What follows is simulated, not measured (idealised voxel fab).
Documented hereafter: the process module known as voxel transistor to metal.
Section cut is 165 nm wide and gridded with 5 nm square cells.
Cross-section layout: square cells on a grid; listed as bands, top to bottom; a band spans one or more cell rows. Band: top and bottom heights (nm) first, top before bottom; then materials from left to right, widths in nm. "all across" marks a sole material filling the band edge to edge. "blank" denotes empty space. Convention: height 0 is the level below which the wafer, as received, is all one material. The lowest band does not terminate at the bottom but continues downward, represented as "z 0 and below". A two-number width, for instance "30..40", indicates that the width is equal to the first number in the top row of the band and to the second number in the bottom row, and that it changes by a constant amount per row of cells. Any step labelled "left unchanged" changed none of the cells in the cross-section. Listed in "Enclosed void listing": every empty space of 8 or more cells without an open way to the top. Form: width x height at distance, the distance being from the left edge, all in nm. That trailing text on a step's line, after the settings, is the simulator's own remark on the step. "overlay nm" denotes, for a step that has a mask, the displacement of the mask to the right of its planned place, with negative values corresponding to the left.

BELOW IS THE LIST OF PLANNED PROCESS STEPS
1. RECEIVE [material Si]
2. CONFORMAL_DEP [material SiO2] [thk nm 5]
3. CONFORMAL_DEP [material SiN] [thk nm 10]
4. MASKED_ETCH [tone cover] [mask id ACTIVE] [width nm 105] [etch materials SiN] [depth nm 10] [overlay nm 0]
5. MASKED_ETCH [tone cover] [mask id ACTIVE] [width nm 105] [etch materials SiO2] [depth nm 5] [overlay nm 0]
6. MASKED_ETCH [tone cover] [mask id ACTIVE] [width nm 105] [etch materials Si] [depth nm 30] [overlay nm 0]
7. FILL_DEP [material SiO2] [thk nm 5]
8. CMP [height nm 15]
9. SELECTIVE_ETCH [etch materials SiO2] [depth nm 10]
10. STRIP [etch materials SiN]
11. SELECTIVE_ETCH [etch materials SiO2] [depth nm 5]
12. OXIDIZE [depth nm 5]
13. DIRECTIONAL_DEP [material polySi] [thk nm 25]
14. DIRECTIONAL_DEP [material SiCN] [thk nm 15]
15. PATTERN [tone cover] [mask id GATE] [material resist] [width nm 15] [thk nm 20] [overlay nm 0]
16. DIRECTIONAL_ETCH [etch materials SiCN] [depth nm 25]
17. DIRECTIONAL_ETCH [etch materials polySi] [depth nm 35]
18. STRIP [etch materials resist]
19. CONFORMAL_DEP [material SiO2] [thk nm 5]
20. DIRECTIONAL_ETCH [etch materials SiO2] [depth nm 5]
21. CONFORMAL_DEP [material SiN] [thk nm 5]
22. DIRECTIONAL_ETCH [etch materials SiN] [depth nm 5]
23. DIRECTIONAL_ETCH [etch materials SiO2] [depth nm 5]
24. DIRECTIONAL_ETCH [etch materials Si] [depth nm 10]
25. EPI [material pSi] [thk nm 15]
26. FILL_DEP [material SiO2] [thk nm 5]
27. CMP [height nm 40]
28. DIRECTIONAL_DEP [material SiO2] [thk nm 10]
29. DIRECTIONAL_DEP [material aC] [thk nm 10]
30. PATTERN [tone open] [mask id CONTACT] [material resist] [width nm 30] [pitch nm 55] [thk nm 25] [overlay nm 0]
31. DIRECTIONAL_ETCH [etch materials aC] [depth nm 10]
32. STRIP [etch materials resist]
33. DIRECTIONAL_ETCH [etch materials SiO2] [depth nm 50]
34. STRIP [etch materials aC]
35. CONFORMAL_DEP [material TiN] [thk nm 5]
36. FILL_DEP [material W] [thk nm 10]
37. CMP [height nm 50]
38. DIRECTIONAL_DEP [material TiN] [thk nm 5]
39. DIRECTIONAL_DEP [material W] [thk nm 20]
40. MASKED_ETCH [tone cover] [mask id METAL_1] [width nm 15] [pitch nm 70] [etch materials W] [depth nm 20] [overlay nm 0]
41. MASKED_ETCH [tone cover] [mask id METAL_1] [width nm 15] [pitch nm 70] [etch materials TiN] [depth nm 5] [overlay nm 0]
42. FILL_DEP [material lowk] [thk nm 10]
43. CMP [height nm 75]
44. CONFORMAL_DEP [material SiCN] [thk nm 5]
45. DIRECTIONAL_DEP [material lowk] [thk nm 25]
46. MASKED_ETCH [tone open] [mask id METAL_2] [width nm 15] [pitch nm 70] [etch materials lowk] [depth nm 15] [overlay nm 0]
47. MASKED_ETCH [tone open] [mask id METAL_2_HOLES] [width nm 15] [pitch nm 70] [etch materials lowk] [depth nm 10] [overlay nm 0]
48. MASKED_ETCH [tone open] [mask id METAL_2_HOLES] [width nm 15] [pitch nm 70] [etch materials SiCN] [depth nm 5] [overlay nm 0]
49. CONFORMAL_DEP [material TiN] [thk nm 5]
50. FILL_DEP [material Cu] [thk nm 10]
51. CMP [height nm 105]
52. CONFORMAL_DEP [material SiCN] [thk nm 5]

ON THE FIRST OF THE TWO WAFERS: RUN CONDUCTED ACCORDING TO PLAN

SHOWN IN CROSS-SECTION IS THE WAFER AS RECEIVED, THAT IS, AS IT STANDS AFTER STEP 1
- z 0 and below = Si all across
- Enclosed void listing: none

UPON COMPLETION OF STEP 2, THE WAFER APPEARS IN CROSS-SECTION AS SHOWN
- z 5 to 0 = SiO2 all across
- Lower than 0, everything is as it was.

UPON COMPLETION OF STEP 3, THE WAFER APPEARS IN CROSS-SECTION AS SHOWN
- z 15 to 5 = SiN all across
- Lower than 5, everything is as it was.

UPON COMPLETION OF STEP 4, THE WAFER APPEARS IN CROSS-SECTION AS SHOWN
- z 15 to 5 = 30 blank, 105 SiN, 30 blank
- Lower than 5, everything is as it was.

UPON COMPLETION OF STEP 5, THE WAFER APPEARS IN CROSS-SECTION AS SHOWN
- z 15 to 5 = 30 blank, 105 SiN, 30 blank
- z 5 to 0 = 30 blank, 105 SiO2, 30 blank
- Lower than 0, everything is as it was.

UPON COMPLETION OF STEP 6, THE WAFER APPEARS IN CROSS-SECTION AS SHOWN
- z 15 to 5 = 30 blank, 105 SiN, 30 blank
- z 5 to 0 = 30 blank, 105 SiO2, 30 blank
- z 0 to -30 = 30 blank, 105 Si, 30 blank
- Lower than -30, everything is as it was.

UPON COMPLETION OF STEP 7, THE WAFER APPEARS IN CROSS-SECTION AS SHOWN
- z 20 to 15 = SiO2 all across
- z 15 to 5 = 30 SiO2, 105 SiN, 30 SiO2
- z 5 to 0 = SiO2 all across
- z 0 to -30 = 30 SiO2, 105 Si, 30 SiO2
- Lower than -30, everything is as it was.

UPON COMPLETION OF STEP 8, THE WAFER APPEARS IN CROSS-SECTION AS SHOWN
- z 15 to 5 = 30 SiO2, 105 SiN, 30 SiO2
- Lower than 5, everything is as it was.

UPON COMPLETION OF STEP 9, THE WAFER APPEARS IN CROSS-SECTION AS SHOWN
- z 15 to 5 = 30 blank, 105 SiN, 30 blank
- Lower than 5, everything is as it was.

UPON COMPLETION OF STEP 10, THE WAFER APPEARS IN CROSS-SECTION AS SHOWN
- z 5 to 0 = SiO2 all across
- Lower than 0, everything is as it was.

UPON COMPLETION OF STEP 11, THE WAFER APPEARS IN CROSS-SECTION AS SHOWN
- z 0 to -30 = 30 SiO2, 105 Si, 30 SiO2
- Lower than -30, everything is as it was.

UPON COMPLETION OF STEP 12, THE WAFER APPEARS IN CROSS-SECTION AS SHOWN
- z 0 to -5 = SiO2 all across
- Lower than -5, everything is as it was.

UPON COMPLETION OF STEP 13, THE WAFER APPEARS IN CROSS-SECTION AS SHOWN
- z 25 to 0 = polySi all across
- Lower than 0, everything is as it was.

UPON COMPLETION OF STEP 14, THE WAFER APPEARS IN CROSS-SECTION AS SHOWN
- z 40 to 25 = SiCN all across
- Lower than 25, everything is as it was.

UPON COMPLETION OF STEP 15, THE WAFER APPEARS IN CROSS-SECTION AS SHOWN
- z 60 to 40 = 75 blank, 15 resist, 75 blank
- Lower than 40, everything is as it was.

UPON COMPLETION OF STEP 16, THE WAFER APPEARS IN CROSS-SECTION AS SHOWN
- z 60 to 40 = 75 blank, 15 resist, 75 blank
- z 40 to 25 = 75 blank, 15 SiCN, 75 blank
- Lower than 25, everything is as it was.

UPON COMPLETION OF STEP 17, THE WAFER APPEARS IN CROSS-SECTION AS SHOWN
- z 60 to 40 = 75 blank, 15 resist, 75 blank
- z 40 to 25 = 75 blank, 15 SiCN, 75 blank
- z 25 to 0 = 75 blank, 15 polySi, 75 blank
- Lower than 0, everything is as it was.

UPON COMPLETION OF STEP 18, THE WAFER APPEARS IN CROSS-SECTION AS SHOWN
- z 40 to 25 = 75 blank, 15 SiCN, 75 blank
- Lower than 25, everything is as it was.

UPON COMPLETION OF STEP 19, THE WAFER APPEARS IN CROSS-SECTION AS SHOWN
- z 45 to 40 = 70 blank, 25 SiO2, 70 blank
- z 40 to 25 = 70 blank, 5 SiO2, 15 SiCN, 5 SiO2, 70 blank
- z 25 to 5 = 70 blank, 5 SiO2, 15 polySi, 5 SiO2, 70 blank
- z 5 to 0 = 75 SiO2, 15 polySi, 75 SiO2
- Lower than 0, everything is as it was.

UPON COMPLETION OF STEP 20, THE WAFER APPEARS IN CROSS-SECTION AS SHOWN
- z 40 to 25 = 70 blank, 5 SiO2, 15 SiCN, 5 SiO2, 70 blank
- z 25 to 0 = 70 blank, 5 SiO2, 15 polySi, 5 SiO2, 70 blank
- Lower than 0, everything is as it was.

UPON COMPLETION OF STEP 21, THE WAFER APPEARS IN CROSS-SECTION AS SHOWN
- z 45 to 40 = 65 blank, 35 SiN, 65 blank
- z 40 to 25 = 65 blank, 5 SiN, 5 SiO2, 15 SiCN, 5 SiO2, 5 SiN, 65 blank
- z 25 to 5 = 65 blank, 5 SiN, 5 SiO2, 15 polySi, 5 SiO2, 5 SiN, 65 blank
- z 5 to 0 = 70 SiN, 5 SiO2, 15 polySi, 5 SiO2, 70 SiN
- Lower than 0, everything is as it was.

UPON COMPLETION OF STEP 22, THE WAFER APPEARS IN CROSS-SECTION AS SHOWN
- z 40 to 25 = 65 blank, 5 SiN, 5 SiO2, 15 SiCN, 5 SiO2, 5 SiN, 65 blank
- z 25 to 0 = 65 blank, 5 SiN, 5 SiO2, 15 polySi, 5 SiO2, 5 SiN, 65 blank
- Lower than 0, everything is as it was.

UPON COMPLETION OF STEP 23, THE WAFER APPEARS IN CROSS-SECTION AS SHOWN
- z 40 to 35 = 65 blank, 5 SiN, 5 blank, 15 SiCN, 5 blank, 5 SiN, 65 blank
- z 35 to 25 = 65 blank, 5 SiN, 5 SiO2, 15 SiCN, 5 SiO2, 5 SiN, 65 blank
- z 25 to 0 = 65 blank, 5 SiN, 5 SiO2, 15 polySi, 5 SiO2, 5 SiN, 65 blank
- z 0 to -5 = 65 blank, 35 SiO2, 65 blank
- Lower than -5, everything is as it was.

UPON COMPLETION OF STEP 24, THE WAFER APPEARS IN CROSS-SECTION AS SHOWN
- z 40 to 35 = 65 blank, 5 SiN, 5 blank, 15 SiCN, 5 blank, 5 SiN, 65 blank
- z 35 to 25 = 65 blank, 5 SiN, 5 SiO2, 15 SiCN, 5 SiO2, 5 SiN, 65 blank
- z 25 to 0 = 65 blank, 5 SiN, 5 SiO2, 15 polySi, 5 SiO2, 5 SiN, 65 blank
- z 0 to -5 = 65 blank, 35 SiO2, 65 blank
- z -5 to -15 = 30 SiO2, 35 blank, 35 Si, 35 blank, 30 SiO2
- Lower than -15, everything is as it was.

UPON COMPLETION OF STEP 25, THE WAFER APPEARS IN CROSS-SECTION AS SHOWN
- z 40 to 35 = 65 blank, 5 SiN, 5 blank, 15 SiCN, 5 blank, 5 SiN, 65 blank
- z 35 to 25 = 65 blank, 5 SiN, 5 SiO2, 15 SiCN, 5 SiO2, 5 SiN, 65 blank
- z 25 to 10 = 65 blank, 5 SiN, 5 SiO2, 15 polySi, 5 SiO2, 5 SiN, 65 blank
- z 10 to 0 = 50 blank, 15 pSi, 5 SiN, 5 SiO2, 15 polySi, 5 SiO2, 5 SiN, 15 pSi, 50 blank
- z 0 to -5 = 25 blank, 40 pSi, 35 SiO2, 40 pSi, 25 blank
- z -5 to -15 = 30 SiO2, 35 pSi, 35 Si, 35 pSi, 30 SiO2
- Lower than -15, everything is as it was.

UPON COMPLETION OF STEP 26, THE WAFER APPEARS IN CROSS-SECTION AS SHOWN
- z 45 to 40 = SiO2 all across
- z 40 to 25 = 65 SiO2, 5 SiN, 5 SiO2, 15 SiCN, 5 SiO2, 5 SiN, 65 SiO2
- z 25 to 10 = 65 SiO2, 5 SiN, 5 SiO2, 15 polySi, 5 SiO2, 5 SiN, 65 SiO2
- z 10 to 0 = 50 SiO2, 15 pSi, 5 SiN, 5 SiO2, 15 polySi, 5 SiO2, 5 SiN, 15 pSi, 50 SiO2
- z 0 to -5 = 25 SiO2, 40 pSi, 35 SiO2, 40 pSi, 25 SiO2
- Lower than -5, everything is as it was.

UPON COMPLETION OF STEP 27, THE WAFER APPEARS IN CROSS-SECTION AS SHOWN
- z 40 to 25 = 65 SiO2, 5 SiN, 5 SiO2, 15 SiCN, 5 SiO2, 5 SiN, 65 SiO2
- Lower than 25, everything is as it was.

UPON COMPLETION OF STEP 28, THE WAFER APPEARS IN CROSS-SECTION AS SHOWN
- z 50 to 40 = SiO2 all across
- Lower than 40, everything is as it was.

UPON COMPLETION OF STEP 29, THE WAFER APPEARS IN CROSS-SECTION AS SHOWN
- z 60 to 50 = aC all across
- Lower than 50, everything is as it was.

UPON COMPLETION OF STEP 30, THE WAFER APPEARS IN CROSS-SECTION AS SHOWN
- z 85 to 60 = 40 resist, 30 blank, 25 resist, 30 blank, 40 resist
- Lower than 60, everything is as it was.

UPON COMPLETION OF STEP 31, THE WAFER APPEARS IN CROSS-SECTION AS SHOWN
- z 75 to 60 = 40 resist, 30 blank, 25 resist, 30 blank, 40 resist
- z 60 to 50 = 40 aC, 30 blank, 25 aC, 30 blank, 40 aC
- Lower than 50, everything is as it was.

UPON COMPLETION OF STEP 32, THE WAFER APPEARS IN CROSS-SECTION AS SHOWN
- z 60 to 50 = 40 aC, 30 blank, 25 aC, 30 blank, 40 aC
- Lower than 50, everything is as it was.

UPON COMPLETION OF STEP 33, THE WAFER APPEARS IN CROSS-SECTION AS SHOWN
- z 60 to 50 = 40 aC, 30 blank, 25 aC, 30 blank, 40 aC
- z 50 to 40 = 40 SiO2, 30 blank, 25 SiO2, 30 blank, 40 SiO2
- z 40 to 25 = 40 SiO2, 25 blank, 5 SiN, 5 SiO2, 15 SiCN, 5 SiO2, 5 SiN, 25 blank, 40 SiO2
- z 25 to 10 = 40 SiO2, 25 blank, 5 SiN, 5 SiO2, 15 polySi, 5 SiO2, 5 SiN, 25 blank, 40 SiO2
- z 10 to 0 = 40 SiO2, 10 blank, 15 pSi, 5 SiN, 5 SiO2, 15 polySi, 5 SiO2, 5 SiN, 15 pSi, 10 blank, 40 SiO2
- Lower than 0, everything is as it was.

UPON COMPLETION OF STEP 34, THE WAFER APPEARS IN CROSS-SECTION AS SHOWN
- z 50 to 40 = 40 SiO2, 30 blank, 25 SiO2, 30 blank, 40 SiO2
- Lower than 40, everything is as it was.

UPON COMPLETION OF STEP 35, THE WAFER APPEARS IN CROSS-SECTION AS SHOWN
- z 55 to 50 = 45 TiN, 20 blank, 35 TiN, 20 blank, 45 TiN
- z 50 to 40 = 40 SiO2, 5 TiN, 20..15 blank, 5..10 TiN, 25 SiO2, 5..10 TiN, 20..15 blank, 5 TiN, 40 SiO2
- z 40 to 25 = 40 SiO2, 5 TiN, 15 blank, 5 TiN, 5 SiN, 5 SiO2, 15 SiCN, 5 SiO2, 5 SiN, 5 TiN, 15 blank, 5 TiN, 40 SiO2
- z 25 to 15 = 40 SiO2, 5 TiN, 15 blank, 5 TiN, 5 SiN, 5 SiO2, 15 polySi, 5 SiO2, 5 SiN, 5 TiN, 15 blank, 5 TiN, 40 SiO2
- z 15 to 10 = 40 SiO2, 25 TiN, 5 SiN, 5 SiO2, 15 polySi, 5 SiO2, 5 SiN, 25 TiN, 40 SiO2
- z 10 to 0 = 40 SiO2, 10 TiN, 15 pSi, 5 SiN, 5 SiO2, 15 polySi, 5 SiO2, 5 SiN, 15 pSi, 10 TiN, 40 SiO2
- Lower than 0, everything is as it was.

UPON COMPLETION OF STEP 36, THE WAFER APPEARS IN CROSS-SECTION AS SHOWN
- z 65 to 55 = W all across
- z 55 to 50 = 45 TiN, 20 W, 35 TiN, 20 W, 45 TiN
- z 50 to 40 = 40 SiO2, 5 TiN, 20..15 W, 5..10 TiN, 25 SiO2, 5..10 TiN, 20..15 W, 5 TiN, 40 SiO2
- z 40 to 25 = 40 SiO2, 5 TiN, 15 W, 5 TiN, 5 SiN, 5 SiO2, 15 SiCN, 5 SiO2, 5 SiN, 5 TiN, 15 W, 5 TiN, 40 SiO2
- z 25 to 15 = 40 SiO2, 5 TiN, 15 W, 5 TiN, 5 SiN, 5 SiO2, 15 polySi, 5 SiO2, 5 SiN, 5 TiN, 15 W, 5 TiN, 40 SiO2
- Lower than 15, everything is as it was.

UPON COMPLETION OF STEP 37, THE WAFER APPEARS IN CROSS-SECTION AS SHOWN
- z 50 to 40 = 40 SiO2, 5 TiN, 20..15 W, 5..10 TiN, 25 SiO2, 5..10 TiN, 20..15 W, 5 TiN, 40 SiO2
- Lower than 40, everything is as it was.

UPON COMPLETION OF STEP 38, THE WAFER APPEARS IN CROSS-SECTION AS SHOWN
- z 55 to 50 = TiN all across
- Lower than 50, everything is as it was.

UPON COMPLETION OF STEP 39, THE WAFER APPEARS IN CROSS-SECTION AS SHOWN
- z 75 to 55 = W all across
- Lower than 55, everything is as it was.

UPON COMPLETION OF STEP 40, THE WAFER APPEARS IN CROSS-SECTION AS SHOWN
- z 75 to 55 = 40 blank, 15 W, 55 blank, 15 W, 40 blank
- Lower than 55, everything is as it was.

UPON COMPLETION OF STEP 41, THE WAFER APPEARS IN CROSS-SECTION AS SHOWN
- z 75 to 55 = 40 blank, 15 W, 55 blank, 15 W, 40 blank
- z 55 to 50 = 40 blank, 15 TiN, 55 blank, 15 TiN, 40 blank
- Lower than 50, everything is as it was.

UPON COMPLETION OF STEP 42, THE WAFER APPEARS IN CROSS-SECTION AS SHOWN
- z 85 to 75 = lowk all across
- z 75 to 55 = 40 lowk, 15 W, 55 lowk, 15 W, 40 lowk
- z 55 to 50 = 40 lowk, 15 TiN, 55 lowk, 15 TiN, 40 lowk
- Lower than 50, everything is as it was.

UPON COMPLETION OF STEP 43, THE WAFER APPEARS IN CROSS-SECTION AS SHOWN
- z 75 to 55 = 40 lowk, 15 W, 55 lowk, 15 W, 40 lowk
- Lower than 55, everything is as it was.

UPON COMPLETION OF STEP 44, THE WAFER APPEARS IN CROSS-SECTION AS SHOWN
- z 80 to 75 = SiCN all across
- Lower than 75, everything is as it was.

UPON COMPLETION OF STEP 45, THE WAFER APPEARS IN CROSS-SECTION AS SHOWN
- z 105 to 80 = lowk all across
- Lower than 80, everything is as it was.

UPON COMPLETION OF STEP 46, THE WAFER APPEARS IN CROSS-SECTION AS SHOWN
- z 105 to 90 = 40 lowk, 15 blank, 55 lowk, 15 blank, 40 lowk
- Lower than 90, everything is as it was.

UPON COMPLETION OF STEP 47, THE WAFER APPEARS IN CROSS-SECTION AS SHOWN
- z 105 to 80 = 40 lowk, 15 blank, 55 lowk, 15 blank, 40 lowk
- Lower than 80, everything is as it was.

UPON COMPLETION OF STEP 48, THE WAFER APPEARS IN CROSS-SECTION AS SHOWN
- z 105 to 80 = 40 lowk, 15 blank, 55 lowk, 15 blank, 40 lowk
- z 80 to 75 = 40 SiCN, 15 blank, 55 SiCN, 15 blank, 40 SiCN
- Lower than 75, everything is as it was.

UPON COMPLETION OF STEP 49, THE WAFER APPEARS IN CROSS-SECTION AS SHOWN
- z 110 to 105 = 45 TiN, 5 blank, 65 TiN, 5 blank, 45 TiN
- z 105 to 80 = 40 lowk, 5 TiN, 5 blank, 5 TiN, 55 lowk, 5 TiN, 5 blank, 5 TiN, 40 lowk
- z 80 to 75 = 40 SiCN, 15 TiN, 55 SiCN, 15 TiN, 40 SiCN
- Lower than 75, everything is as it was.

UPON COMPLETION OF STEP 50, THE WAFER APPEARS IN CROSS-SECTION AS SHOWN
- z 120 to 110 = Cu all across
- z 110 to 105 = 45 TiN, 5 Cu, 65 TiN, 5 Cu, 45 TiN
- z 105 to 80 = 40 lowk, 5 TiN, 5 Cu, 5 TiN, 55 lowk, 5 TiN, 5 Cu, 5 TiN, 40 lowk
- Lower than 80, everything is as it was.

UPON COMPLETION OF STEP 51, THE WAFER APPEARS IN CROSS-SECTION AS SHOWN
- z 105 to 80 = 40 lowk, 5 TiN, 5 Cu, 5 TiN, 55 lowk, 5 TiN, 5 Cu, 5 TiN, 40 lowk
- Lower than 80, everything is as it was.

UPON COMPLETION OF STEP 52, THE WAFER APPEARS IN CROSS-SECTION AS SHOWN
- z 110 to 105 = SiCN all across
- Lower than 105, everything is as it was.

HERE THE SECOND WAFER IS DESCRIBED. ITS START AND ITS PLAN WERE THOSE OF THE FIRST WAFER. ITS RUN CONTAINED ONE MISTAKE. UP TO AND INCLUDING STEP 46, IT DID EXACTLY WHAT THE FIRST WAFER DID

THE SECOND WAFER IN CROSS-SECTION, AT THE PLANNED CLOSE OF STEP 47
- z 105 to 95 = 35 lowk, 25 blank, 45 lowk, 25 blank, 35 lowk
- z 95 to 80 = 40 lowk, 15 blank, 55 lowk, 15 blank, 40 lowk
- Lower than 80, everything is as it was.

THE SECOND WAFER IN CROSS-SECTION, AT THE PLANNED CLOSE OF STEP 48
- z 105 to 95 = 35 lowk, 25 blank, 45 lowk, 25 blank, 35 lowk
- z 95 to 80 = 40 lowk, 15 blank, 55 lowk, 15 blank, 40 lowk
- z 80 to 75 = 40 SiCN, 15 blank, 55 SiCN, 15 blank, 40 SiCN
- Lower than 75, everything is as it was.

THE SECOND WAFER IN CROSS-SECTION, AT THE PLANNED CLOSE OF STEP 49
- z 110 to 105 = 40 TiN, 15 blank, 55 TiN, 15 blank, 40 TiN
- z 105 to 95 = 35 lowk, 5..10 TiN, 15..5 blank, 5..10 TiN, 45 lowk, 5..10 TiN, 15..5 blank, 5..10 TiN, 35 lowk
- z 95 to 80 = 40 lowk, 5 TiN, 5 blank, 5 TiN, 55 lowk, 5 TiN, 5 blank, 5 TiN, 40 lowk
- z 80 to 75 = 40 SiCN, 15 TiN, 55 SiCN, 15 TiN, 40 SiCN
- Lower than 75, everything is as it was.

THE SECOND WAFER IN CROSS-SECTION, AT THE PLANNED CLOSE OF STEP 50
- z 120 to 110 = Cu all across
- z 110 to 105 = 40 TiN, 15 Cu, 55 TiN, 15 Cu, 40 TiN
- z 105 to 95 = 35 lowk, 5..10 TiN, 15..5 Cu, 5..10 TiN, 45 lowk, 5..10 TiN, 15..5 Cu, 5..10 TiN, 35 lowk
- z 95 to 80 = 40 lowk, 5 TiN, 5 Cu, 5 TiN, 55 lowk, 5 TiN, 5 Cu, 5 TiN, 40 lowk
- Lower than 80, everything is as it was.

THE SECOND WAFER IN CROSS-SECTION, AT THE PLANNED CLOSE OF STEP 51
- z 105 to 95 = 35 lowk, 5..10 TiN, 15..5 Cu, 5..10 TiN, 45 lowk, 5..10 TiN, 15..5 Cu, 5..10 TiN, 35 lowk
- Lower than 95, everything is as it was.

THE SECOND WAFER IN CROSS-SECTION, AT THE PLANNED CLOSE OF STEP 52
- z 110 to 105 = SiCN all across
- Lower than 105, everything is as it was.
What broke from the plan during processing? step 47, actual vs plan mismatch, actual run MASKED_ETCH [tone open] [mask id METAL_2_HOLES] [width nm 25] [pitch nm 70] [etch materials lowk] [depth nm 10] [overlay nm 0]
End of process, cell counts, second wafer against first, materials with more or fewer: Cu: 4 more | TiN: 4 more | lowk: 8 fewer
